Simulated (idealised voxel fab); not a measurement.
process module | voxel ribs on slabs
cross-section cut | 275 nm wide | cells 5 nm
A cross-section is a grid of square cells, given in bands from the top down. A band is one or more rows of cells.
Each band's line starts with the height of the band's top and of its bottom, in nm. Then come its materials from left to right, each with its width in nm. One material with "throughout" fills the band from edge to edge. "air" is empty space.
Height 0 is the level under which the wafer as received is all one material. The lowest band goes on downwards, as in "0 down".
A width such as "30 to 40" changes by the same amount from each row of cells to the next, from the band's top row to its bottom row.
"no change" after a step means that no cell of the cross-section changed.
closed voids: empty space of 8 cells or more with no open way to the top, each as width x height at its distance from the left edge, in nm
after a step's settings: what the simulator itself notes on the step
overlay nm, on a step with a mask: how far to the right of its planned place the mask lay; to the left if negative
plan
1 op RECEIVE | material Si
2 op DIRECTIONAL_DEP | material SiO2 | thk nm 25
3 op DIRECTIONAL_DEP | material SiN | thk nm 15
4 op MASKED_ETCH | tone cover | mask id RIB | width nm 15 | etch materials SiN | depth nm 10 | overlay nm 0
5 op PATTERN | tone cover | mask id SLAB | material resist | width nm 55 | thk nm 20 | overlay nm 0
6 op DIRECTIONAL_ETCH | etch materials SiN | depth nm 5
7 op STRIP | etch materials resist
8 op FILL_DEP | material SiO2 | thk nm 15
9 op CMP | height nm 50
10 op DIRECTIONAL_DEP | material TiN | thk nm 10
11 op PATTERN | tone cover | mask id HEATER | material resist | width nm 25 | thk nm 15 | overlay nm 0
12 op DIRECTIONAL_ETCH | etch materials TiN | depth nm 10
13 op STRIP | etch materials resist
14 op CONFORMAL_DEP | material SiN | thk nm 5
first wafer, as planned
as received, after step 1
  0 down: Si throughout
  closed voids: none
after step 2
  25 to 0: SiO2 throughout
  below 0: unchanged
after step 3
  40 to 25: SiN throughout
  below 25: unchanged
after step 4
  40 to 30: air 130 | SiN 15 | air 130
  below 30: unchanged
after step 5
  60 to 40: air 110 | resist 55 | air 110
  40 to 30: air 110 | resist 20 | SiN 15 | resist 20 | air 110
  below 30: unchanged
after step 6
  60 to 40: air 110 | resist 55 | air 110
  40 to 30: air 110 | resist 20 | SiN 15 | resist 20 | air 110
  30 to 25: air 110 | SiN 55 | air 110
  below 25: unchanged
after step 7
  40 to 30: air 130 | SiN 15 | air 130
  below 30: unchanged
after step 8
  55 to 40: SiO2 throughout
  40 to 30: SiO2 130 | SiN 15 | SiO2 130
  30 to 25: SiO2 110 | SiN 55 | SiO2 110
  below 25: unchanged
after step 9
  50 to 40: SiO2 throughout
  below 40: unchanged
after step 10
  60 to 50: TiN throughout
  below 50: unchanged
after step 11
  75 to 60: air 125 | resist 25 | air 125
  below 60: unchanged
after step 12
  75 to 60: air 125 | resist 25 | air 125
  60 to 50: air 125 | TiN 25 | air 125
  below 50: unchanged
after step 13
  60 to 50: air 125 | TiN 25 | air 125
  below 50: unchanged
after step 14
  65 to 60: air 120 | SiN 35 | air 120
  60 to 55: air 120 | SiN 5 | TiN 25 | SiN 5 | air 120
  55 to 50: SiN 125 | TiN 25 | SiN 125
  below 50: unchanged
second wafer: like start, like plan, one mistake. Through step 3 it matches the first wafer
when step 4 should have ended
  40 to 30: air 130 | SiN 20 | air 125
  below 30: unchanged
when step 5 should have ended
  60 to 40: air 110 | resist 55 | air 110
  40 to 30: air 110 | resist 20 | SiN 20 | resist 15 | air 110
  below 30: unchanged
when step 6 should have ended
  60 to 40: air 110 | resist 55 | air 110
  40 to 30: air 110 | resist 20 | SiN 20 | resist 15 | air 110
  30 to 25: air 110 | SiN 55 | air 110
  below 25: unchanged
when step 7 should have ended
  40 to 30: air 130 | SiN 20 | air 125
  below 30: unchanged
when step 8 should have ended
  55 to 40: SiO2 throughout
  40 to 30: SiO2 130 | SiN 20 | SiO2 125
  30 to 25: SiO2 110 | SiN 55 | SiO2 110
  below 25: unchanged
when step 9 should have ended
  50 to 40: SiO2 throughout
  below 40: unchanged
when step 10 should have ended
  60 to 50: TiN throughout
  below 50: unchanged
when step 11 should have ended
  75 to 60: air 125 | resist 25 | air 125
  below 60: unchanged
when step 12 should have ended
  75 to 60: air 125 | resist 25 | air 125
  60 to 50: air 125 | TiN 25 | air 125
  below 50: unchanged
when step 13 should have ended
  60 to 50: air 125 | TiN 25 | air 125
  below 50: unchanged
when step 14 should have ended
  65 to 60: air 120 | SiN 35 | air 120
  60 to 55: air 120 | SiN 5 | TiN 25 | SiN 5 | air 120
  55 to 50: SiN 125 | TiN 25 | SiN 125
  below 50: unchanged
what went wrong: step 4 ran as: op MASKED_ETCH | tone cover | mask id RIB | width nm 20 | etch materials SiN | depth nm 10 | overlay nm 0
at the end the second wafer has, in cells: 2 more of SiN | 2 fewer of SiO2
